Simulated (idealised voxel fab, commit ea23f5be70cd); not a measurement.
process module | voxel capacitor over wiring
cross-section cut | 140 nm wide | cells 5 nm
A cross-section is a grid of square cells, given in bands from the top down. A band is one or more rows of cells.
Each band's line starts with the height of the band's top and of its bottom, in nm. Then come its materials from left to right, each with its width in nm. One material with "throughout" fills the band from edge to edge. "air" is empty space.
Height 0 is the level under which the wafer as received is all one material. The lowest band goes on downwards, as in "0 down".
A width such as "30 to 40" changes by the same amount from each row of cells to the next, from the band's top row to its bottom row.
"no change" after a step means that no cell of the cross-section changed.
closed voids: empty space of 8 cells or more with no open way to the top, each as width x height at its distance from the left edge, in nm
after a step's settings: what the simulator itself notes on the step
overlay nm, on a step with a mask: how far to the right of its planned place the mask lay; to the left if negative
plan
1 op RECEIVE | material Si
2 op CONFORMAL_DEP | material SiO2 | thk nm 15
3 op DIRECTIONAL_DEP | material TiN | thk nm 5
4 op DIRECTIONAL_DEP | material W | thk nm 20
5 op MASKED_ETCH | tone cover | mask id METAL_1 | width nm 20 | pitch nm 80 | etch materials W | depth nm 20 | overlay nm 0
6 op MASKED_ETCH | tone cover | mask id METAL_1 | width nm 20 | pitch nm 80 | etch materials TiN | depth nm 5 | overlay nm 0
7 op FILL_DEP | material lowk | thk nm 10
8 op CMP | height nm 40
9 op CONFORMAL_DEP | material SiCN | thk nm 5
10 op DIRECTIONAL_DEP | material lowk | thk nm 10
11 op PATTERN | tone open | mask id PLUG_1 | material resist | width nm 15 | thk nm 20 | overlay nm 0
12 op DIRECTIONAL_ETCH | etch materials lowk | depth nm 10
13 op DIRECTIONAL_ETCH | etch materials SiCN | depth nm 5
14 op STRIP | etch materials resist
15 op CONFORMAL_DEP | material TiN | thk nm 5
16 op FILL_DEP | material Cu | thk nm 10
17 op CMP | height nm 55
18 op DIRECTIONAL_DEP | material TiN | thk nm 10
19 op DIRECTIONAL_DEP | material Al2O3 | thk nm 5
20 op DIRECTIONAL_DEP | material TiN | thk nm 10
21 op PATTERN | tone cover | mask id UPPER_PLATE | material resist | width nm 65 | thk nm 20 | overlay nm 0
22 op DIRECTIONAL_ETCH | etch materials TiN | depth nm 10
23 op DIRECTIONAL_ETCH | etch materials Al2O3 | depth nm 5
24 op STRIP | etch materials resist
25 op PATTERN | tone cover | mask id LOWER_PLATE | material resist | width nm 75 | thk nm 20 | overlay nm 0
26 op DIRECTIONAL_ETCH | etch materials TiN | depth nm 10
27 op STRIP | etch materials resist
28 op FILL_DEP | material SiO2 | thk nm 20
29 op CMP | height nm 95
30 op MASKED_ETCH | tone open | mask id PLUG_2 | width nm 15 | etch materials SiO2 | depth nm 15 | overlay nm 0
31 op CONFORMAL_DEP | material TiN | thk nm 5
32 op FILL_DEP | material Ru | thk nm 10
33 op CMP | height nm 95
34 op CONFORMAL_DEP | material SiCN | thk nm 5
first wafer, as planned
as received, after step 1
  0 down: Si throughout
  closed voids: none
after step 2
  15 to 0: SiO2 throughout
  below 0: unchanged
after step 3
  20 to 15: TiN throughout
  below 15: unchanged
after step 4
  40 to 20: W throughout
  below 20: unchanged
after step 5
  40 to 20: air 20 | W 20 | air 60 | W 20 | air 20
  below 20: unchanged
after step 6
  40 to 20: air 20 | W 20 | air 60 | W 20 | air 20
  20 to 15: air 20 | TiN 20 | air 60 | TiN 20 | air 20
  below 15: unchanged
after step 7
  50 to 40: lowk throughout
  40 to 20: lowk 20 | W 20 | lowk 60 | W 20 | lowk 20
  20 to 15: lowk 20 | TiN 20 | lowk 60 | TiN 20 | lowk 20
  below 15: unchanged
after step 8
  40 to 20: lowk 20 | W 20 | lowk 60 | W 20 | lowk 20
  below 20: unchanged
after step 9
  45 to 40: SiCN throughout
  below 40: unchanged
after step 10
  55 to 45: lowk throughout
  below 45: unchanged
after step 11
  75 to 55: resist 25 | air 15 | resist 100
  below 55: unchanged
after step 12
  75 to 55: resist 25 | air 15 | resist 100
  55 to 45: lowk 25 | air 15 | lowk 100
  below 45: unchanged
after step 13
  75 to 55: resist 25 | air 15 | resist 100
  55 to 45: lowk 25 | air 15 | lowk 100
  45 to 40: SiCN 25 | air 15 | SiCN 100
  below 40: unchanged
after step 14
  55 to 45: lowk 25 | air 15 | lowk 100
  below 45: unchanged
after step 15
  60 to 55: TiN 30 | air 5 | TiN 105
  55 to 45: lowk 25 | TiN 5 | air 5 | TiN 5 | lowk 100
  45 to 40: SiCN 25 | TiN 15 | SiCN 100
  below 40: unchanged
after step 16
  70 to 60: Cu throughout
  60 to 55: TiN 30 | Cu 5 | TiN 105
  55 to 45: lowk 25 | TiN 5 | Cu 5 | TiN 5 | lowk 100
  below 45: unchanged
after step 17
  55 to 45: lowk 25 | TiN 5 | Cu 5 | TiN 5 | lowk 100
  below 45: unchanged
after step 18
  65 to 55: TiN throughout
  below 55: unchanged
after step 19
  70 to 65: Al2O3 throughout
  below 65: unchanged
after step 20
  80 to 70: TiN throughout
  below 70: unchanged
after step 21
  100 to 80: air 25 | resist 65 | air 50
  below 80: unchanged
after step 22
  100 to 80: air 25 | resist 65 | air 50
  80 to 70: air 25 | TiN 65 | air 50
  below 70: unchanged
after step 23
  100 to 80: air 25 | resist 65 | air 50
  80 to 70: air 25 | TiN 65 | air 50
  70 to 65: air 25 | Al2O3 65 | air 50
  below 65: unchanged
after step 24
  80 to 70: air 25 | TiN 65 | air 50
  below 70: unchanged
after step 25
  100 to 80: air 20 | resist 75 | air 45
  80 to 70: air 20 | resist 5 | TiN 65 | resist 5 | air 45
  70 to 65: air 20 | resist 5 | Al2O3 65 | resist 5 | air 45
  below 65: unchanged
after step 26
  100 to 80: air 20 | resist 75 | air 45
  80 to 70: air 20 | resist 5 | TiN 65 | resist 5 | air 45
  70 to 65: air 20 | resist 5 | Al2O3 65 | resist 5 | air 45
  65 to 55: air 20 | TiN 75 | air 45
  below 55: unchanged
after step 27
  80 to 70: air 25 | TiN 65 | air 50
  70 to 65: air 25 | Al2O3 65 | air 50
  below 65: unchanged
after step 28
  100 to 80: SiO2 throughout
  80 to 70: SiO2 25 | TiN 65 | SiO2 50
  70 to 65: SiO2 25 | Al2O3 65 | SiO2 50
  65 to 55: SiO2 20 | TiN 75 | SiO2 45
  below 55: unchanged
after step 29
  95 to 80: SiO2 throughout
  below 80: unchanged
after step 30
  95 to 80: SiO2 35 | air 15 | SiO2 90
  below 80: unchanged
after step 31
  100 to 95: TiN 40 | air 5 | TiN 95
  95 to 85: SiO2 35 | TiN 5 | air 5 | TiN 5 | SiO2 90
  85 to 80: SiO2 35 | TiN 15 | SiO2 90
  below 80: unchanged
after step 32
  110 to 100: Ru throughout
  100 to 95: TiN 40 | Ru 5 | TiN 95
  95 to 85: SiO2 35 | TiN 5 | Ru 5 | TiN 5 | SiO2 90
  below 85: unchanged
after step 33
  95 to 85: SiO2 35 | TiN 5 | Ru 5 | TiN 5 | SiO2 90
  below 85: unchanged
after step 34
  100 to 95: SiCN throughout
  below 95: unchanged
second wafer: like start, like plan, one mistake. Through step 33 it matches the first wafer
when step 34 should have ended
  100 to 95: TiN throughout
  below 95: unchanged
what went wrong: step 34 ran as: op CONFORMAL_DEP | material TiN | thk nm 5
at the end the second wafer has, in cells: 28 fewer of SiCN | 28 more of TiN
